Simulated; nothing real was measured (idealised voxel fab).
A process module follows: voxel transistor to metal.
The figure presents cross-section cut, which has a width of 140 nm and is divided into square cells with an edge length of 5 nm.
Think of the cross-section as a grid of square cells. We describe it in bands, top to bottom, and each band covers one or more rows of those cells. The entry gives the band's vertical extent as a top height and a bottom height in nm, then its horizontal make-up as materials from left to right, each with a width in nm. "air" stands for empty space; a single material marked "edge to edge" fills the band edge to edge. Convention: height 0 is the level below which the wafer, as received, is all one material. The lowest band does not terminate at the bottom but continues downward, represented as "z 0 and below". Graded width ("30 to 40"): value in top row of band = first number; value in bottom row = second number; row-to-row change constant. What does "no modification" mean for a step? It means no cell of the cross-section changed in that step. You'll see "Closed void roster" listing empty spaces that have no way open to the top, as long as they're 8 cells or more; the notation is width x height at distance, where the distance is from the left edge, and all of it is in nm. Text after the settings on a step's line: the simulator's own remark on that step. overlay nm: mask right of planned place by this much (step with mask). Neg. = left.

This section lists the process steps that were planned:
- 1: RECEIVE (material Si)
- 2: OXIDIZE (depth nm 5)
- 3: CONFORMAL_DEP (material SiN; thk nm 15)
- 4: PATTERN (tone cover; mask id ACTIVE; material resist; width nm 100; thk nm 15; overlay nm 0)
- 5: DIRECTIONAL_ETCH (etch materials SiN; depth nm 15)
- 6: DIRECTIONAL_ETCH (etch materials SiO2; depth nm 5)
- 7: DIRECTIONAL_ETCH (etch materials Si; depth nm 30)
- 8: STRIP (etch materials resist)
- 9: OXIDIZE (depth nm 5)
- 10: FILL_DEP (material SiO2; thk nm 10)
- 11: CMP (height nm 15)
- 12: SELECTIVE_ETCH (etch materials SiO2; depth nm 5)
- 13: STRIP (etch materials SiN)
- 14: SELECTIVE_ETCH (etch materials SiO2; depth nm 5)
- 15: OXIDIZE (depth nm 5)
- 16: DIRECTIONAL_DEP (material polySi; thk nm 20)
- 17: DIRECTIONAL_DEP (material SiCN; thk nm 15)
- 18: DIRECTIONAL_DEP (material aC; thk nm 15)
- 19: PATTERN (tone cover; mask id GATE; material resist; width nm 20; thk nm 35; overlay nm 0)
- 20: DIRECTIONAL_ETCH (etch materials aC; depth nm 15)
- 21: STRIP (etch materials resist)
- 22: DIRECTIONAL_ETCH (etch materials SiCN; depth nm 25)
- 23: DIRECTIONAL_ETCH (etch materials polySi; depth nm 30)
- 24: STRIP (etch materials aC)
- 25: CONFORMAL_DEP (material SiN; thk nm 10)
- 26: DIRECTIONAL_ETCH (etch materials SiN; depth nm 10)
- 27: DIRECTIONAL_ETCH (etch materials SiO2; depth nm 5)
- 28: DIRECTIONAL_ETCH (etch materials Si; depth nm 15)
- 29: EPI (material nSi; thk nm 15)
- 30: FILL_DEP (material SiO2; thk nm 10)
- 31: CMP (height nm 30)
- 32: DIRECTIONAL_DEP (material SiO2; thk nm 10)
- 33: DIRECTIONAL_DEP (material aC; thk nm 15)
- 34: PATTERN (tone open; mask id CONTACT; material resist; width nm 25; pitch nm 55; thk nm 35; overlay nm 0)
- 35: DIRECTIONAL_ETCH (etch materials aC; depth nm 15)
- 36: STRIP (etch materials resist)
- 37: DIRECTIONAL_ETCH (etch materials SiO2; depth nm 50)
- 38: STRIP (etch materials aC)
- 39: CONFORMAL_DEP (material TiN; thk nm 5)
- 40: FILL_DEP (material W; thk nm 10)
- 41: CMP (height nm 40)
- 42: CONFORMAL_DEP (material SiN; thk nm 5)
- 43: DIRECTIONAL_DEP (material SiO2; thk nm 25)
- 44: MASKED_ETCH (tone open; mask id METAL_1; width nm 15; pitch nm 65; etch materials SiO2; depth nm 25; overlay nm 0)
- 45: MASKED_ETCH (tone open; mask id METAL_1; width nm 15; pitch nm 65; etch materials SiN; depth nm 5; overlay nm 0)
- 46: CONFORMAL_DEP (material TiN; thk nm 5)
- 47: FILL_DEP (material Ru; thk nm 10)
- 48: CMP (height nm 70)
- 49: CONFORMAL_DEP (material SiCN; thk nm 5)
- 50: DIRECTIONAL_DEP (material lowk; thk nm 25)
- 51: PATTERN (tone open; mask id METAL_2; material resist; width nm 15; pitch nm 65; thk nm 15; overlay nm 0)
- 52: DIRECTIONAL_ETCH (etch materials lowk; depth nm 15)
- 53: STRIP (etch materials resist)
- 54: PATTERN (tone open; mask id METAL_2_HOLES; material resist; width nm 15; pitch nm 65; thk nm 20; overlay nm 0)
- 55: DIRECTIONAL_ETCH (etch materials lowk; depth nm 10)
- 56: DIRECTIONAL_ETCH (etch materials SiCN; depth nm 5)
- 57: STRIP (etch materials resist)
- 58: CONFORMAL_DEP (material TiN; thk nm 5)
- 59: FILL_DEP (material Cu; thk nm 10)
- 60: CMP (height nm 100)
- 61: CONFORMAL_DEP (material SiN; thk nm 5)

As-received state of the wafer in cross-section, equivalent to post-step 1:
	z 0 and below = Si edge to edge
	Closed void roster: none

What the wafer looks like in cross-section after this module, when it starts as shown above and follows the plan above but one mistake is made in running it:
	z 105 to 100 = SiN edge to edge
	z 100 to 75 = lowk=30 / TiN=5 / Cu=5 / TiN=5 / lowk=50 / TiN=5 / Cu=5 / TiN=5 / lowk=30
	z 75 to 70 = SiCN=30 / TiN=15 / SiCN=50 / TiN=15 / SiCN=30
	z 70 to 50 = SiO2=30 / TiN=5 / Ru=10 / TiN=5 / SiO2=45 / TiN=5 / Ru=10 / TiN=5 / SiO2=25
	z 50 to 45 = SiO2=30 / TiN=5 / Ru=5 / TiN=10 / SiO2=45 / TiN=5 / Ru=5 / TiN=10 / SiO2=25
	z 45 to 40 = SiN=30 / TiN=15 / SiN=50 / TiN=15 / SiN=30
	z 40 to 30 = SiO2=30 / TiN=5 / W=15 to 10 / TiN=5 to 10 / SiO2=30 / TiN=5 to 10 / W=15 to 10 / TiN=5 / SiO2=30
	z 30 to 15 = SiO2=30 / TiN=5 / W=10 / TiN=5 / SiN=10 / SiCN=20 / SiN=10 / TiN=5 / W=10 / TiN=5 / SiO2=30
	z 15 to 10 = SiO2=30 / TiN=5 / W=10 / TiN=5 / SiN=10 / polySi=20 / SiN=10 / TiN=5 / W=10 / TiN=5 / SiO2=30
	z 10 to 5 = SiO2=30 / TiN=20 / SiN=10 / polySi=20 / SiN=10 / TiN=20 / SiO2=30
	z 5 to -5 = SiO2=15 / SiN=10 / SiO2=5 / TiN=5 / nSi=15 / SiN=10 / polySi=20 / SiN=10 / nSi=15 / TiN=5 / SiO2=5 / SiN=10 / SiO2=15
	z -5 to -10 = SiO2=30 / TiN=5 / nSi=15 / SiO2=40 / nSi=15 / TiN=5 / SiO2=30
	z -10 to -25 = SiO2=25 / nSi=25 / Si=40 / nSi=25 / SiO2=25
	z -25 to -40 = SiO2=25 / Si=90 / SiO2=25
	z -40 and below = Si edge to edge
	Closed void roster: none
What was the processing mistake? so step 44 ended up running with a different setting than we planned, it ran as MASKED_ETCH (tone open; mask id METAL_1; width nm 20; pitch nm 65; etch materials SiO2; depth nm 25; overlay nm 0)
